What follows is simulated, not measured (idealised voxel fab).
process module | voxel capacitor over wiring
cross-section cut | 285 nm wide | cells 5 nm
A cross-section is a grid of square cells, given in bands from the top down. A band is one or more rows of cells.
Each band's line starts with the height of the band's top and of its bottom, in nm. Then come its materials from left to right, each with its width in nm. One material with "throughout" fills the band from edge to edge. "air" is empty space.
Height 0 is the level under which the wafer as received is all one material. The lowest band goes on downwards, as in "0 down".
A width such as "30 to 40" changes by the same amount from each row of cells to the next, from the band's top row to its bottom row.
"no change" after a step means that no cell of the cross-section changed.
closed voids: empty space of 8 cells or more with no open way to the top, each as width x height at its distance from the left edge, in nm
after a step's settings: what the simulator itself notes on the step
overlay nm, on a step with a mask: how far to the right of its planned place the mask lay; to the left if negative
plan
1 op RECEIVE | material Si
2 op CONFORMAL_DEP | material SiO2 | thk nm 10
3 op CONFORMAL_DEP | material SiN | thk nm 5
4 op DIRECTIONAL_DEP | material SiO2 | thk nm 20
5 op MASKED_ETCH | tone open | mask id METAL_1 | width nm 30 | pitch nm 90 | etch materials SiO2 | depth nm 20 | overlay nm 0
6 op MASKED_ETCH | tone open | mask id METAL_1 | width nm 30 | pitch nm 90 | etch materials SiN | depth nm 5 | overlay nm 0
7 op CONFORMAL_DEP | material TiN | thk nm 5
8 op FILL_DEP | material W | thk nm 5
9 op CMP | height nm 35
10 op CONFORMAL_DEP | material SiCN | thk nm 5
11 op DIRECTIONAL_DEP | material SiO2 | thk nm 15
12 op PATTERN | tone open | mask id PLUG_1 | material resist | width nm 15 | thk nm 15 | overlay nm 0
13 op DIRECTIONAL_ETCH | etch materials SiO2 | depth nm 15
14 op DIRECTIONAL_ETCH | etch materials SiCN | depth nm 5
15 op STRIP | etch materials resist
16 op EPI | material Ru | thk nm 10
17 op EPI | material Ru | thk nm 10
18 op DIRECTIONAL_DEP | material TiN | thk nm 10
19 op DIRECTIONAL_DEP | material SiN | thk nm 5
20 op DIRECTIONAL_DEP | material TiN | thk nm 5
21 op DIRECTIONAL_DEP | material aC | thk nm 15
22 op PATTERN | tone cover | mask id UPPER_PLATE | material resist | width nm 65 | thk nm 30 | overlay nm 0
23 op DIRECTIONAL_ETCH | etch materials aC | depth nm 15
24 op STRIP | etch materials resist
25 op DIRECTIONAL_ETCH | etch materials TiN | depth nm 5
26 op DIRECTIONAL_ETCH | etch materials SiN | depth nm 5
27 op STRIP | etch materials aC
28 op DIRECTIONAL_DEP | material aC | thk nm 15
29 op PATTERN | tone cover | mask id LOWER_PLATE | material resist | width nm 75 | thk nm 35 | overlay nm 0
30 op DIRECTIONAL_ETCH | etch materials aC | depth nm 15
31 op STRIP | etch materials resist
32 op DIRECTIONAL_ETCH | etch materials TiN | depth nm 10
33 op STRIP | etch materials aC
34 op FILL_DEP | material SiO2 | thk nm 15
35 op CMP | height nm 85
36 op DIRECTIONAL_DEP | material aC | thk nm 15
37 op PATTERN | tone open | mask id PLUG_2 | material resist | width nm 15 | thk nm 35 | overlay nm 0
38 op DIRECTIONAL_ETCH | etch materials aC | depth nm 15
39 op STRIP | etch materials resist
40 op DIRECTIONAL_ETCH | etch materials SiO2 | depth nm 10
41 op STRIP | etch materials aC
42 op CONFORMAL_DEP | material TiN | thk nm 5
43 op FILL_DEP | material Ru | thk nm 5
44 op CMP | height nm 85
45 op CONFORMAL_DEP | material SiN | thk nm 5
as received, after step 1
  0 down: Si throughout
  closed voids: none
a wafer at the end: this start, this plan, one mistake
  90 to 85: SiN throughout
  85 to 80: SiO2 105 | TiN 5 | Ru 5 | TiN 5 | SiO2 165
  80 to 70: SiO2 105 to 95 | TiN 15 to 65 | SiO2 165 to 125
  70 to 65: SiO2 95 | SiN 65 | SiO2 125
  65 to 55: SiO2 90 | TiN 75 | SiO2 120
  55 to 40: SiO2 95 | Ru 15 | SiO2 175
  40 to 35: SiCN 95 | Ru 15 | SiCN 175
  35 to 15: SiO2 80 | Ru 5 | W 20 | Ru 5 | SiO2 60 | Ru 5 | W 20 | Ru 5 | SiO2 85
  15 to 10: SiN 80 | Ru 30 | SiN 60 | Ru 30 | SiN 85
  10 to 0: SiO2 throughout
  0 down: Si throughout
  closed voids: none
what went wrong: step 7 ran as: op CONFORMAL_DEP | material Ru | thk nm 5
